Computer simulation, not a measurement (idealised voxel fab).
process module | voxel fin reveal
cross-section cut | 265 nm wide | cells 5 nm
A cross-section is a grid of square cells, given in bands from the top down. A band is one or more rows of cells.
Each band's line starts with the height of the band's top and of its bottom, in nm. Then come its materials from left to right, each with its width in nm. One material with "throughout" fills the band from edge to edge. "air" is empty space.
Height 0 is the level under which the wafer as received is all one material. The lowest band goes on downwards, as in "0 down".
A width such as "30 to 40" changes by the same amount from each row of cells to the next, from the band's top row to its bottom row.
"no change" after a step means that no cell of the cross-section changed.
closed voids: empty space of 8 cells or more with no open way to the top, each as width x height at its distance from the left edge, in nm
after a step's settings: what the simulator itself notes on the step
overlay nm, on a step with a mask: how far to the right of its planned place the mask lay; to the left if negative
plan
1 op RECEIVE | material Si
2 op CONFORMAL_DEP | material SiN | thk nm 5
3 op PATTERN | tone cover | mask id FINS | material resist | width nm 15 | pitch nm 45 | thk nm 15 | overlay nm 0
4 op DIRECTIONAL_ETCH | etch materials SiN | depth nm 5
5 op DIRECTIONAL_ETCH | etch materials Si | depth nm 30
6 op STRIP | etch materials resist
7 op OXIDIZE | depth nm 5
8 op FILL_DEP | material SiO2 | thk nm 15
9 op CMP | height nm 5
10 op SELECTIVE_ETCH | etch materials SiO2 | depth nm 15
11 op STRIP | etch materials SiN
12 op CONFORMAL_DEP | material SiO2 | thk nm 5
as received, after step 1
  0 down: Si throughout
  closed voids: none
first wafer at the end, as planned
  5 to 0: air 55 | SiO2 15 | air 30 | SiO2 15 | air 30 | SiO2 15 | air 30 | SiO2 15 | air 60
  0 to -5: air 55 | SiO2 5 | Si 5 | SiO2 5 | air 30 | SiO2 5 | Si 5 | SiO2 5 | air 30 | SiO2 5 | Si 5 | SiO2 5 | air 30 | SiO2 5 | Si 5 | SiO2 5 | air 60
  -5 to -35: SiO2 60 | Si 5 | SiO2 40 | Si 5 | SiO2 40 | Si 5 | SiO2 40 | Si 5 | SiO2 65
  -35 down: Si throughout
  closed voids: none
second wafer at the end: like start, like plan, one mistake
  5 to 0: air 55 | SiO2 15 | air 30 | SiO2 15 | air 30 | SiO2 15 | air 30 | SiO2 15 | air 60
  0 to -5: air 55 | SiO2 5 | Si 5 | SiO2 5 | air 30 | SiO2 5 | Si 5 | SiO2 5 | air 30 | SiO2 5 | Si 5 | SiO2 5 | air 30 | SiO2 5 | Si 5 | SiO2 5 | air 60
  -5 to -65: SiO2 60 | Si 5 | SiO2 40 | Si 5 | SiO2 40 | Si 5 | SiO2 40 | Si 5 | SiO2 65
  -65 down: Si throughout
  closed voids: none
what went wrong: step 5 was run twice
at the end the second wafer has, in cells: 294 fewer of Si | 294 more of SiO2
